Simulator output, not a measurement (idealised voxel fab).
The following is a process module called voxel ribs on slabs.
We display cut, a cross-section 155 nm in width whose square cells are each 5 nm.
For the purposes of this document, a cross-section shall be understood as a grid of square cells, specified as bands listed in top-to-bottom order, each band consisting of one or more rows of cells.
Top height, bottom height, nm. Materials left to right, width each, nm. Single material + "full width" = fills band edge to edge. "blank" = empty.
Height datum 0, below which the as-received substrate wafer is one material. Lowest band open at the bottom, running downward: "0 -> down".
Per-row width for "30 to 40": begins at first number (top row of band), ends at second number (bottom row), increment between rows held constant.
"all unchanged" (step): cross-section cells unchanged, all of them.
Heads up: "Trapped voids" only lists the empty pockets with no open path to the top that are 8 cells or more, and it writes them as width x height at distance, distance from the left edge, in nm.
On a step's line, text after the settings is the simulator commenting on that step.
overlay nm: step with mask; distance mask lay right of planned place; negative value = left of planned place.
# Steps in the process plan
1: RECEIVE, material Si
2: DIRECTIONAL_DEP, material SiO2, thk nm 25
3: DIRECTIONAL_DEP, material SiN, thk nm 20
4: PATTERN, tone cover, mask id RIB, material resist, width nm 20, thk nm 20, overlay nm 0
5: DIRECTIONAL_ETCH, etch materials SiN, depth nm 10
6: STRIP, etch materials resist
7: MASKED_ETCH, tone cover, mask id SLAB, width nm 60, etch materials SiN, depth nm 10, overlay nm 0
8: FILL_DEP, material SiO2, thk nm 25
9: CMP, height nm 60
10: DIRECTIONAL_DEP, material TiN, thk nm 5
11: MASKED_ETCH, tone cover, mask id HEATER, width nm 30, etch materials TiN, depth nm 5, overlay nm 0
12: CONFORMAL_DEP, material SiO2, thk nm 5
# Cross-section of the wafer upon arrival, representing the state reached after step 1
    0 -> down: Si full width
    Trapped voids: none
# Cross-section, end of module. Start: as above. Plan: as above. Execution: one mistake
    65 -> 60: 60 blank, then 30 TiN, then 65 blank
    60 -> 45: SiO2 full width
    45 -> 35: 65 SiO2, then 20 SiN, then 70 SiO2
    35 -> 25: 45 SiO2, then 60 SiN, then 50 SiO2
    25 -> 0: SiO2 full width
    0 -> down: Si full width
    Trapped voids: none
Run error: the run left out plan step 12 entirely, so it was never executed
